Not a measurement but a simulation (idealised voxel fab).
The document below concerns the process module designated voxel wiring stack.
The figure presents cross-section cut, which has a width of 200 nm and is divided into square cells with an edge length of 5 nm.
In what follows, cross-sections appear as grids of square cells, described through bands that run from the top down, where every band is one or more rows of cells.
Heads up on the band format: heights come first, top then bottom, in nm. After that it's the materials left to right, each with its width in nm. A single material flagged "everywhere" fills the whole band edge to edge, and "empty" means there's empty space there.
Heights are reckoned from 0. Under this level, the received wafer is all of one material. The bottommost band is open-ended downward, for example "top 0, no bottom".
When a width is written as two numbers, as in "30->40", the first number is the width in the top row of cells of the band and the second is the width in its bottom row, and the width changes by the same amount from each row to the next.
Where the words "same as before" appear for a step, the cross-section shows no cell changed by that step; every cell remained as before.
You'll see "Enclosed cavity list" listing empty spaces that have no way open to the top, as long as they're 8 cells or more; the notation is width x height at distance, where the distance is from the left edge, and all of it is in nm.
Read whatever lies past the settings on a step's line as the simulator's own remark about the step.
"overlay nm" denotes, for a step that has a mask, the displacement of the mask to the right of its planned place, with negative values corresponding to the left.

Intended process steps:
1. RECEIVE with material Si
2. CONFORMAL_DEP with material SiO2, thk nm 10
3. DIRECTIONAL_DEP with material TiN, thk nm 5
4. DIRECTIONAL_DEP with material W, thk nm 25
5. DIRECTIONAL_DEP with material aC, thk nm 15
6. PATTERN with tone cover, mask id METAL_1, material resist, width nm 20, pitch nm 40, thk nm 35, overlay nm 0
7. DIRECTIONAL_ETCH with etch materials aC, depth nm 15
8. STRIP with etch materials resist
9. DIRECTIONAL_ETCH with etch materials W, depth nm 25
10. DIRECTIONAL_ETCH with etch materials TiN, depth nm 5
11. STRIP with etch materials aC
12. FILL_DEP with material lowk, thk nm 5
13. CMP with height nm 40
14. CONFORMAL_DEP with material SiCN, thk nm 5
15. DIRECTIONAL_DEP with material lowk, thk nm 10
16. DIRECTIONAL_DEP with material aC, thk nm 15
17. PATTERN with tone open, mask id PLUG_1, material resist, width nm 15, pitch nm 40, thk nm 35, overlay nm 0
18. DIRECTIONAL_ETCH with etch materials aC, depth nm 15
19. STRIP with etch materials resist
20. DIRECTIONAL_ETCH with etch materials lowk, depth nm 10
21. DIRECTIONAL_ETCH with etch materials SiCN, depth nm 5
22. STRIP with etch materials aC
23. EPI with material Ru, thk nm 10
24. EPI with material Ru, thk nm 5
25. CONFORMAL_DEP with material SiN, thk nm 5
26. DIRECTIONAL_DEP with material SiO2, thk nm 15
27. MASKED_ETCH with tone open, mask id METAL_2, width nm 15, pitch nm 40, etch materials SiO2, depth nm 15, overlay nm 0
28. MASKED_ETCH with tone open, mask id METAL_2, width nm 20, pitch nm 40, etch materials SiN, depth nm 5, overlay nm 0
29. CONFORMAL_DEP with material TiN, thk nm 5
30. FILL_DEP with material W, thk nm 5
31. CMP with height nm 75
32. EPI with material Ru, thk nm 5
33. FILL_DEP with material SiCN, thk nm 5
34. DIRECTIONAL_DEP with material SiO2, thk nm 15
35. DIRECTIONAL_DEP with material aC, thk nm 10
36. PATTERN with tone open, mask id PLUG_2, material resist, width nm 15, pitch nm 40, thk nm 25, overlay nm 0
37. DIRECTIONAL_ETCH with etch materials aC, depth nm 10
38. STRIP with etch materials resist
39. DIRECTIONAL_ETCH with etch materials SiO2, depth nm 15
40. DIRECTIONAL_ETCH with etch materials SiCN, depth nm 5
41. STRIP with etch materials aC
42. EPI with material Ru, thk nm 10
43. EPI with material Ru, thk nm 10
44. DIRECTIONAL_DEP with material TiN, thk nm 5
45. DIRECTIONAL_DEP with material W, thk nm 15
46. MASKED_ETCH with tone cover, mask id METAL_3, width nm 20, pitch nm 40, etch materials W, depth nm 15, overlay nm 0
47. MASKED_ETCH with tone cover, mask id METAL_3, width nm 20, pitch nm 40, etch materials TiN, depth nm 5, overlay nm 0
48. FILL_DEP with material SiO2, thk nm 10
49. CMP with height nm 120
50. CONFORMAL_DEP with material SiN, thk nm 5
For clarity, it should be stated that the wafers under discussion commence in an identical condition and differ with respect to the width nm of step 27, the plan indicating the value that the first wafer had.

Received condition of the first of several wafers, sectioned: post-step 1:
	top 0, no bottom = Si everywhere
	Enclosed cavity list: none

Table: wafers, a row each; end-of-module cell change per material since receipt, gain (+), loss (-); then closed voids:
width nm 15, +78 Ru, +87 SiCN, +71 SiN, +378 SiO2, +51 TiN, +105 W, +230 lowk, Enclosed cavity list: none
width nm 20, +81 Ru, +84 SiCN, +68 SiN, +369 SiO2, +54 TiN, +114 W, +230 lowk, Enclosed cavity list: none
width nm 25, +84 Ru, +81 SiCN, +68 SiN, +360 SiO2, +57 TiN, +120 W, +230 lowk, Enclosed cavity list: none
